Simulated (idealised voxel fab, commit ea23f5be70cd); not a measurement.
process module | voxel self aligned vias
cross-section cut | 215 nm wide | cells 5 nm
A cross-section is a grid of square cells, given in bands from the top down. A band is one or more rows of cells.
Each band's line starts with the height of the band's top and of its bottom, in nm. Then come its materials from left to right, each with its width in nm. One material with "throughout" fills the band from edge to edge. "air" is empty space.
Height 0 is the level under which the wafer as received is all one material. The lowest band goes on downwards, as in "0 down".
A width such as "30 to 40" changes by the same amount from each row of cells to the next, from the band's top row to its bottom row.
"no change" after a step means that no cell of the cross-section changed.
closed voids: empty space of 8 cells or more with no open way to the top, each as width x height at its distance from the left edge, in nm
after a step's settings: what the simulator itself notes on the step
overlay nm, on a step with a mask: how far to the right of its planned place the mask lay; to the left if negative
plan
1 op RECEIVE | material Si
2 op CONFORMAL_DEP | material SiO2 | thk nm 15
3 op CONFORMAL_DEP | material SiCN | thk nm 5
4 op DIRECTIONAL_DEP | material lowk | thk nm 30
5 op PATTERN | tone open | mask id LINES | material resist | width nm 30 | pitch nm 70 | thk nm 15 | overlay nm 0
6 op DIRECTIONAL_ETCH | etch materials lowk | depth nm 30
7 op STRIP | etch materials resist
8 op CONFORMAL_DEP | material TiN | thk nm 5
9 op FILL_DEP | material W | thk nm 10
10 op CMP | height nm 50
11 op SELECTIVE_ETCH | etch materials W Ru TiN | depth nm 5
12 op FILL_DEP | material SiN | thk nm 5
13 op CMP | height nm 50
14 op DIRECTIONAL_DEP | material lowk | thk nm 15
15 op MASKED_ETCH | tone open | mask id VIAS | width nm 50 | pitch nm 70 | etch materials lowk | depth nm 15 | overlay nm 0
16 op MASKED_ETCH | tone open | mask id VIAS | width nm 50 | pitch nm 70 | etch materials SiN | depth nm 5 | overlay nm 0
17 op CONFORMAL_DEP | material TiN | thk nm 5
18 op FILL_DEP | material W | thk nm 5
19 op CMP | height nm 65
20 op CONFORMAL_DEP | material SiCN | thk nm 5
as received, after step 1
  0 down: Si throughout
  closed voids: none
a wafer at the end: this start, this plan, one mistake
  70 to 65: SiCN throughout
  65 to 55: lowk 45 | TiN 5 | W 40 | TiN 5 | lowk 20 | TiN 5 | W 40 | TiN 5 | lowk 50
  55 to 50: lowk 45 | TiN 15 | W 20 | TiN 15 | lowk 20 | TiN 15 | W 20 | TiN 15 | lowk 50
  50 to 45: lowk 55 | TiN 30 | lowk 40 | TiN 30 | lowk 60
  45 to 35: lowk 55 | TiN 5 | W 20 | TiN 5 | lowk 40 | TiN 5 | W 20 | TiN 5 | lowk 60
  35 to 30: lowk 55 | TiN 30 | lowk 40 | TiN 30 | lowk 60
  30 to 15: SiCN throughout
  15 to 0: SiO2 throughout
  0 down: Si throughout
  closed voids: none
what went wrong: step 3 ran as: op CONFORMAL_DEP | material SiCN | thk nm 15
